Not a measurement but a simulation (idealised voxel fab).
process module | voxel plated lines
cross-section cut | 175 nm wide | cells 5 nm
A cross-section is a grid of square cells, given in bands from the top down. A band is one or more rows of cells.
Each band's line starts with the height of the band's top and of its bottom, in nm. Then come its materials from left to right, each with its width in nm. One material with "throughout" fills the band from edge to edge. "air" is empty space.
Height 0 is the level under which the wafer as received is all one material. The lowest band goes on downwards, as in "0 down".
A width such as "30 to 40" changes by the same amount from each row of cells to the next, from the band's top row to its bottom row.
"no change" after a step means that no cell of the cross-section changed.
closed voids: empty space of 8 cells or more with no open way to the top, each as width x height at its distance from the left edge, in nm
after a step's settings: what the simulator itself notes on the step
overlay nm, on a step with a mask: how far to the right of its planned place the mask lay; to the left if negative
plan
1 op RECEIVE | material Si
2 op CONFORMAL_DEP | material SiO2 | thk nm 5
3 op DIRECTIONAL_DEP | material TiN | thk nm 5
4 op PATTERN | tone open | mask id LINES | material resist | width nm 15 | pitch nm 35 | thk nm 20 | overlay nm 0
5 op EPI | material Ru | thk nm 10
6 op STRIP | etch materials resist
7 op DIRECTIONAL_ETCH | etch materials TiN | depth nm 5
8 op CONFORMAL_DEP | material SiCN | thk nm 10
as received, after step 1
  0 down: Si throughout
  closed voids: none
first wafer at the end, as planned
  30 to 20: air 15 | SiCN 140 | air 20
  20 to 15: air 15 | SiCN 10 | Ru 15 | SiCN 20 | Ru 15 | SiCN 20 | Ru 15 | SiCN 20 | Ru 15 | SiCN 10 | air 20
  15 to 10: SiCN 25 | Ru 15 | SiCN 20 | Ru 15 | SiCN 20 | Ru 15 | SiCN 20 | Ru 15 | SiCN 30
  10 to 5: SiCN 25 | TiN 15 | SiCN 20 | TiN 15 | SiCN 20 | TiN 15 | SiCN 20 | TiN 15 | SiCN 30
  5 to 0: SiO2 throughout
  0 down: Si throughout
  closed voids: none
second wafer at the end: like start, like plan, one mistake
  40 to 30: air 15 | SiCN 140 | air 20
  30 to 25: air 15 | SiCN 10 | Ru 15 | SiCN 20 | Ru 15 | SiCN 20 | Ru 15 | SiCN 20 | Ru 15 | SiCN 10 | air 20
  25 to 20: SiCN 25 | Ru 15 | SiCN 20 | Ru 15 | SiCN 20 | Ru 15 | SiCN 20 | Ru 15 | SiCN 30
  20 to 15: SiCN 25 | TiN 15 | SiCN 20 | TiN 15 | SiCN 20 | TiN 15 | SiCN 20 | TiN 15 | SiCN 30
  15 to 5: TiN throughout
  5 to 0: SiO2 throughout
  0 down: Si throughout
  closed voids: none
what went wrong: step 3 ran as: op DIRECTIONAL_DEP | material TiN | thk nm 15
at the end the second wafer has, in cells: 70 more of TiN
